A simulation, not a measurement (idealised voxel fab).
Process module, titled voxel air gaps
Cross-section cut: width 300 nm, square cells of 5 nm.
This document writes a cross-section as a grid whose cells are square, and gives it as bands, listed from the top down; one or more rows of cells form a band.
The band entry comprises the height of the band's top followed by the height of its bottom, expressed in nm, and subsequently the band's materials from left to right, each stated together with its width in nm. Where a single material is marked with the word "everywhere", that material fills the band from edge to edge. The word "empty" represents empty space.
Height datum 0, below which the as-received substrate wafer is one material. Lowest band open at the bottom, running downward: "from 0 down".
The two numbers in a width such as "30..40" mark its ends across the band: the first belongs to the top row of cells, the second to the bottom row, and from each row to the next the width moves by the same amount.
"remains unaltered" after a step means that no cell of the cross-section changed.
If an empty space has no open way to the top and is at least 8 cells in size, "Fully closed voids" lists it, written width x height at distance, where distance is measured from the left edge and every value is in nm.
If you see something after the settings on a step's line, that's the simulator's own remark about that step.
What "overlay nm" on a step's line means: if the step has a mask, that mask lay this far to the right of its planned place, or, when the value is negative, to the left.

Steps in the process plan:
1. RECEIVE,material Si
2. CONFORMAL_DEP,material SiO2,thk nm 10
3. CONFORMAL_DEP,material SiN,thk nm 5
4. DIRECTIONAL_DEP,material SiO2,thk nm 40
5. MASKED_ETCH,tone open,mask id LINES,width nm 20,pitch nm 45,etch materials SiO2,depth nm 40,overlay nm 0
6. CONFORMAL_DEP,material TiN,thk nm 5
7. FILL_DEP,material W,thk nm 10
8. CMP,height nm 55
9. EPI,material Ru,thk nm 10
10. SELECTIVE_ETCH,etch materials SiO2,depth nm 50
11. CONFORMAL_DEP,material SiN,thk nm 5

This is the cross-section of the wafer as we received it, i.e. after step 1:
  from 0 down | Si everywhere
  Fully closed voids: none

The cross-section shown corresponds to the wafer at the conclusion of the module. The initial structure and the process plan are those presented above; however, one mistake occurred in executing the plan:
  from 70 to 65 | empty: 55, SiN: 185, empty: 60
  from 65 to 55 | empty: 55, SiN: 5, Ru: 40, SiN: 5, Ru: 40, SiN: 5, Ru: 40, SiN: 5, Ru: 40, SiN: 5, empty: 60
  from 55 to 20 | empty: 55, SiN: 5, Ru: 10, TiN: 5, W: 10, TiN: 5, Ru: 10, SiN: 5, Ru: 10, TiN: 5, W: 10, TiN: 5, Ru: 10, SiN: 5, Ru: 10, TiN: 5, W: 10, TiN: 5, Ru: 10, SiN: 5, Ru: 10, TiN: 5, W: 10, TiN: 5, Ru: 10, SiN: 5, empty: 60
  from 20 to 15 | SiN: 60, Ru: 10, TiN: 20, Ru: 10, SiN: 5, Ru: 10, TiN: 20, Ru: 10, SiN: 5, Ru: 10, TiN: 20, Ru: 10, SiN: 5, Ru: 10, TiN: 20, Ru: 10, SiN: 65
  from 15 to 10 | SiN everywhere
  from 10 to 0 | SiO2 everywhere
  from 0 down | Si everywhere
  Fully closed voids: none
Finding, execution versus plan: it was found that steps 9 and 10 of the process plan had been performed in exchanged positions
